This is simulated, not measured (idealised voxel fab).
Process module in this document: voxel self aligned contacts
Pictured: cross-section cut, 255 nm wide, on a grid of 5 nm square cells.
Cross-section spec: square-cell grid; bands listed top down; each band is one or more rows.
Look at the band entry: it leads with the top's height and the bottom's height in nm. Then it lists the materials left to right, with a width in nm for each. The word "all across" on a single material says that material fills the band edge to edge. The word "blank" is empty space.
Below 0: as-received wafer, all one material; heights counted from there. Lowest band: no bottom, goes on down, written "0 nm and below".
Width: "30->40" (first number = top row, second number = bottom row, same change from row to row of cells).
For the purposes of this document, the phrase "all unchanged" attached to a step denotes that no cell within the cross-section was modified by that step.
If an empty space has no open way to the top and is at least 8 cells in size, "Unvented cavities" lists it, written width x height at distance, where distance is measured from the left edge and every value is in nm.
On a step's line, text after the settings is the simulator commenting on that step.
"overlay nm" denotes, for a step that has a mask, the displacement of the mask to the right of its planned place, with negative values corresponding to the left.
-- The process steps that were planned are listed below
1 RECEIVE (material Si)
2 CONFORMAL_DEP (material SiO2; thk nm 5)
3 DIRECTIONAL_DEP (material polySi; thk nm 25)
4 DIRECTIONAL_DEP (material SiN; thk nm 25)
5 PATTERN (tone cover; mask id GATE; material resist; width nm 35; pitch nm 75; thk nm 15; overlay nm 0)
6 DIRECTIONAL_ETCH (etch materials SiN; depth nm 25)
7 DIRECTIONAL_ETCH (etch materials polySi; depth nm 25)
8 STRIP (etch materials resist)
9 CONFORMAL_DEP (material SiN; thk nm 10)
10 DIRECTIONAL_ETCH (etch materials SiN; depth nm 10)
11 FILL_DEP (material SiO2; thk nm 15)
12 CMP (height nm 65)
13 MASKED_ETCH (tone open; mask id CONTACT; width nm 50; pitch nm 75; etch materials SiO2; depth nm 65; overlay nm 0)
14 CONFORMAL_DEP (material TiN; thk nm 5)
15 FILL_DEP (material Ru; thk nm 10)
16 CMP (height nm 65)
17 CONFORMAL_DEP (material SiN; thk nm 5)
-- First out of two wafers; run went to plan
-- Cross-section of the wafer at receipt, which is the condition after step 1
  0 nm and below = Si all across
  Unvented cavities: none
-- after step 2
  5 nm to 0 nm = SiO2 all across
  For the remainder of the cross-section, below 0, there is no change.
-- after step 3
  30 nm to 5 nm = polySi all across
  For the remainder of the cross-section, below 5, there is no change.
-- after step 4
  55 nm to 30 nm = SiN all across
  For the remainder of the cross-section, below 30, there is no change.
-- after step 5
  70 nm to 55 nm = blank (35), then resist (35), then blank (40), then resist (35), then blank (40), then resist (35), then blank (35)
  For the remainder of the cross-section, below 55, there is no change.
-- after step 6
  70 nm to 55 nm = blank (35), then resist (35), then blank (40), then resist (35), then blank (40), then resist (35), then blank (35)
  55 nm to 30 nm = blank (35), then SiN (35), then blank (40), then SiN (35), then blank (40), then SiN (35), then blank (35)
  For the remainder of the cross-section, below 30, there is no change.
-- after step 7
  70 nm to 55 nm = blank (35), then resist (35), then blank (40), then resist (35), then blank (40), then resist (35), then blank (35)
  55 nm to 30 nm = blank (35), then SiN (35), then blank (40), then SiN (35), then blank (40), then SiN (35), then blank (35)
  30 nm to 5 nm = blank (35), then polySi (35), then blank (40), then polySi (35), then blank (40), then polySi (35), then blank (35)
  For the remainder of the cross-section, below 5, there is no change.
-- after step 8
  55 nm to 30 nm = blank (35), then SiN (35), then blank (40), then SiN (35), then blank (40), then SiN (35), then blank (35)
  For the remainder of the cross-section, below 30, there is no change.
-- after step 9
  65 nm to 30 nm = blank (25), then SiN (55), then blank (20), then SiN (55), then blank (20), then SiN (55), then blank (25)
  30 nm to 15 nm = blank (25), then SiN (10), then polySi (35), then SiN (10), then blank (20), then SiN (10), then polySi (35), then SiN (10), then blank (20), then SiN (10), then polySi (35), then SiN (10), then blank (25)
  15 nm to 5 nm = SiN (35), then polySi (35), then SiN (40), then polySi (35), then SiN (40), then polySi (35), then SiN (35)
  For the remainder of the cross-section, below 5, there is no change.
-- after step 10
  55 nm to 30 nm = blank (25), then SiN (55), then blank (20), then SiN (55), then blank (20), then SiN (55), then blank (25)
  30 nm to 5 nm = blank (25), then SiN (10), then polySi (35), then SiN (10), then blank (20), then SiN (10), then polySi (35), then SiN (10), then blank (20), then SiN (10), then polySi (35), then SiN (10), then blank (25)
  For the remainder of the cross-section, below 5, there is no change.
-- after step 11
  70 nm to 55 nm = SiO2 all across
  55 nm to 30 nm = SiO2 (25), then SiN (55), then SiO2 (20), then SiN (55), then SiO2 (20), then SiN (55), then SiO2 (25)
  30 nm to 5 nm = SiO2 (25), then SiN (10), then polySi (35), then SiN (10), then SiO2 (20), then SiN (10), then polySi (35), then SiN (10), then SiO2 (20), then SiN (10), then polySi (35), then SiN (10), then SiO2 (25)
  For the remainder of the cross-section, below 5, there is no change.
-- after step 12
  65 nm to 55 nm = SiO2 all across
  For the remainder of the cross-section, below 55, there is no change.
-- after step 13
  65 nm to 55 nm = SiO2 (65), then blank (50), then SiO2 (25), then blank (50), then SiO2 (65)
  55 nm to 30 nm = SiO2 (25), then SiN (55), then blank (20), then SiN (55), then blank (20), then SiN (55), then SiO2 (25)
  30 nm to 5 nm = SiO2 (25), then SiN (10), then polySi (35), then SiN (10), then blank (20), then SiN (10), then polySi (35), then SiN (10), then blank (20), then SiN (10), then polySi (35), then SiN (10), then SiO2 (25)
  5 nm to 0 nm = SiO2 (80), then blank (20), then SiO2 (55), then blank (20), then SiO2 (80)
  For the remainder of the cross-section, below 0, there is no change.
-- after step 14
  70 nm to 65 nm = TiN (70), then blank (40), then TiN (35), then blank (40), then TiN (70)
  65 nm to 55 nm = SiO2 (65), then TiN (5->20), then blank (40->10), then TiN (5->20), then SiO2 (25), then TiN (5->20), then blank (40->10), then TiN (5->20), then SiO2 (65)
  55 nm to 30 nm = SiO2 (25), then SiN (55), then TiN (5), then blank (10), then TiN (5), then SiN (55), then TiN (5), then blank (10), then TiN (5), then SiN (55), then SiO2 (25)
  30 nm to 5 nm = SiO2 (25), then SiN (10), then polySi (35), then SiN (10), then TiN (5), then blank (10), then TiN (5), then SiN (10), then polySi (35), then SiN (10), then TiN (5), then blank (10), then TiN (5), then SiN (10), then polySi (35), then SiN (10), then SiO2 (25)
  5 nm to 0 nm = SiO2 (80), then TiN (20), then SiO2 (55), then TiN (20), then SiO2 (80)
  For the remainder of the cross-section, below 0, there is no change.
-- after step 15
  80 nm to 70 nm = Ru all across
  70 nm to 65 nm = TiN (70), then Ru (40), then TiN (35), then Ru (40), then TiN (70)
  65 nm to 55 nm = SiO2 (65), then TiN (5->20), then Ru (40->10), then TiN (5->20), then SiO2 (25), then TiN (5->20), then Ru (40->10), then TiN (5->20), then SiO2 (65)
  55 nm to 30 nm = SiO2 (25), then SiN (55), then TiN (5), then Ru (10), then TiN (5), then SiN (55), then TiN (5), then Ru (10), then TiN (5), then SiN (55), then SiO2 (25)
  30 nm to 5 nm = SiO2 (25), then SiN (10), then polySi (35), then SiN (10), then TiN (5), then Ru (10), then TiN (5), then SiN (10), then polySi (35), then SiN (10), then TiN (5), then Ru (10), then TiN (5), then SiN (10), then polySi (35), then SiN (10), then SiO2 (25)
  For the remainder of the cross-section, below 5, there is no change.
-- after step 16
  65 nm to 55 nm = SiO2 (65), then TiN (5->20), then Ru (40->10), then TiN (5->20), then SiO2 (25), then TiN (5->20), then Ru (40->10), then TiN (5->20), then SiO2 (65)
  For the remainder of the cross-section, below 55, there is no change.
-- after step 17
  70 nm to 65 nm = SiN all across
  For the remainder of the cross-section, below 65, there is no change.
-- Companion wafer, the second of two: same beginning, same intended sequence, one mistake in carrying it out; through step 12 inclusive it tracks the first exactly
-- when step 13 should have ended
  65 nm to 55 nm = SiO2 (70), then blank (50), then SiO2 (25), then blank (50), then SiO2 (60)
  55 nm to 30 nm = SiO2 (25), then SiN (55), then blank (20), then SiN (55), then blank (20), then SiN (55), then SiO2 (25)
  30 nm to 5 nm = SiO2 (25), then SiN (10), then polySi (35), then SiN (10), then blank (20), then SiN (10), then polySi (35), then SiN (10), then blank (20), then SiN (10), then polySi (35), then SiN (10), then SiO2 (25)
  5 nm to 0 nm = SiO2 (80), then blank (20), then SiO2 (55), then blank (20), then SiO2 (80)
  For the remainder of the cross-section, below 0, there is no change.
-- when step 14 should have ended
  70 nm to 65 nm = TiN (75), then blank (40), then TiN (35), then blank (40), then TiN (65)
  65 nm to 55 nm = SiO2 (70), then TiN (5->15), then blank (40->10), then TiN (5->25), then SiO2 (25), then TiN (5->15), then blank (40->10), then TiN (5->25), then SiO2 (60)
  55 nm to 30 nm = SiO2 (25), then SiN (55), then TiN (5), then blank (10), then TiN (5), then SiN (55), then TiN (5), then blank (10), then TiN (5), then SiN (55), then SiO2 (25)
  30 nm to 5 nm = SiO2 (25), then SiN (10), then polySi (35), then SiN (10), then TiN (5), then blank (10), then TiN (5), then SiN (10), then polySi (35), then SiN (10), then TiN (5), then blank (10), then TiN (5), then SiN (10), then polySi (35), then SiN (10), then SiO2 (25)
  5 nm to 0 nm = SiO2 (80), then TiN (20), then SiO2 (55), then TiN (20), then SiO2 (80)
  For the remainder of the cross-section, below 0, there is no change.
-- when step 15 should have ended
  80 nm to 70 nm = Ru all across
  70 nm to 65 nm = TiN (75), then Ru (40), then TiN (35), then Ru (40), then TiN (65)
  65 nm to 55 nm = SiO2 (70), then TiN (5->15), then Ru (40->10), then TiN (5->25), then SiO2 (25), then TiN (5->15), then Ru (40->10), then TiN (5->25), then SiO2 (60)
  55 nm to 30 nm = SiO2 (25), then SiN (55), then TiN (5), then Ru (10), then TiN (5), then SiN (55), then TiN (5), then Ru (10), then TiN (5), then SiN (55), then SiO2 (25)
  30 nm to 5 nm = SiO2 (25), then SiN (10), then polySi (35), then SiN (10), then TiN (5), then Ru (10), then TiN (5), then SiN (10), then polySi (35), then SiN (10), then TiN (5), then Ru (10), then TiN (5), then SiN (10), then polySi (35), then SiN (10), then SiO2 (25)
  For the remainder of the cross-section, below 5, there is no change.
-- when step 16 should have ended
  65 nm to 55 nm = SiO2 (70), then TiN (5->15), then Ru (40->10), then TiN (5->25), then SiO2 (25), then TiN (5->15), then Ru (40->10), then TiN (5->25), then SiO2 (60)
  For the remainder of the cross-section, below 55, there is no change.
-- when step 17 should have ended
  70 nm to 65 nm = SiN all across
  For the remainder of the cross-section, below 65, there is no change.
So what did we get wrong on this run? rather than as planned, step 13 actually ran as MASKED_ETCH (tone open; mask id CONTACT; width nm 50; pitch nm 75; etch materials SiO2; depth nm 65; overlay nm 5)
Both wafers, final: cells per material equal; arrangement not.
